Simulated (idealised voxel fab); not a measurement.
Process module under the name voxel fin reveal
The cross-section on display is named cut; it measures 190 nm wide, and its cells are 5 nm squares.
We lay out every cross-section as a grid of square cells and spell it out in bands from the top down, where one band means one or more rows of cells.
Basically the band line says how high the top is and how high the bottom is, in nm, and then what's in it from left to right, every material with its width in nm. Empty space shows up as "blank", and if a single material carries "edge to edge" it runs the full band edge to edge.
Height datum 0, below which the as-received substrate wafer is one material. Lowest band open at the bottom, running downward: "0..down".
The expression "30 to 40" gives the width at the extremes of the band, the first number at its top row of cells and the second at its bottom row, with the width changing by equal amounts from each row to the next in between.
For the purposes of this document, the phrase "everything unchanged" attached to a step denotes that no cell within the cross-section was modified by that step.
Heads up: "Enclosed void listing" only lists the empty pockets with no open path to the top that are 8 cells or more, and it writes them as width x height at distance, distance from the left edge, in nm.
On a step's line, text after the settings is the simulator commenting on that step.
What "overlay nm" on a step's line means: if the step has a mask, that mask lay this far to the right of its planned place, or, when the value is negative, to the left.
Planned process steps
1,RECEIVE: material Si
2,CONFORMAL_DEP: material SiN, thk nm 5
3,PATTERN: tone cover, mask id FINS, material resist, width nm 15, pitch nm 45, thk nm 20, overlay nm 0
4,DIRECTIONAL_ETCH: etch materials SiN, depth nm 5
5,DIRECTIONAL_ETCH: etch materials Si, depth nm 35
6,STRIP: etch materials resist
7,OXIDIZE: depth nm 5
8,FILL_DEP: material SiO2, thk nm 5
9,CMP: height nm 5
10,SELECTIVE_ETCH: etch materials SiO2, depth nm 15
11,STRIP: etch materials SiN
12,CONFORMAL_DEP: material SiO2, thk nm 5
Cross-section of the wafer at receipt, which is the condition after step 1
	0..down  Si edge to edge
	Enclosed void listing: none
Cross-section: first of two wafers, module finished, run according to plan
	5..0  blank (20), then SiO2 (15), then blank (30), then SiO2 (15), then blank (30), then SiO2 (15), then blank (30), then SiO2 (15), then blank (20)
	0..-5  blank (20), then SiO2 (5), then Si (5), then SiO2 (5), then blank (30), then SiO2 (5), then Si (5), then SiO2 (5), then blank (30), then SiO2 (5), then Si (5), then SiO2 (5), then blank (30), then SiO2 (5), then Si (5), then SiO2 (5), then blank (20)
	-5..-40  SiO2 (25), then Si (5), then SiO2 (40), then Si (5), then SiO2 (40), then Si (5), then SiO2 (40), then Si (5), then SiO2 (25)
	-40..down  Si edge to edge
	Enclosed void listing: none
Cross-sectional view: second of two wafers, end of module; start and plan identical to the first, one mistake in running
	5..0  blank (20), then SiO2 (15), then blank (30), then SiO2 (15), then blank (30), then SiO2 (15), then blank (30), then SiO2 (15), then blank (20)
	0..-5  blank (20), then SiO2 (5), then Si (5), then SiO2 (5), then blank (30), then SiO2 (5), then Si (5), then SiO2 (5), then blank (30), then SiO2 (5), then Si (5), then SiO2 (5), then blank (30), then SiO2 (5), then Si (5), then SiO2 (5), then blank (20)
	-5..-10  SiO2 (10), then blank (10), then SiO2 (5), then Si (5), then SiO2 (5), then blank (30), then SiO2 (5), then Si (5), then SiO2 (5), then blank (30), then SiO2 (5), then Si (5), then SiO2 (5), then blank (30), then SiO2 (5), then Si (5), then SiO2 (5), then blank (10), then SiO2 (10)
	-10..-40  SiO2 (25), then Si (5), then SiO2 (40), then Si (5), then SiO2 (40), then Si (5), then SiO2 (40), then Si (5), then SiO2 (25)
	-40..down  Si edge to edge
	Enclosed void listing: none
Diagnosis: so 10 and 11 got swapped relative to the plan, each ran where the other was supposed to
Final difference in cells, second wafer against first, listed per material as more or fewer: -22 SiO2
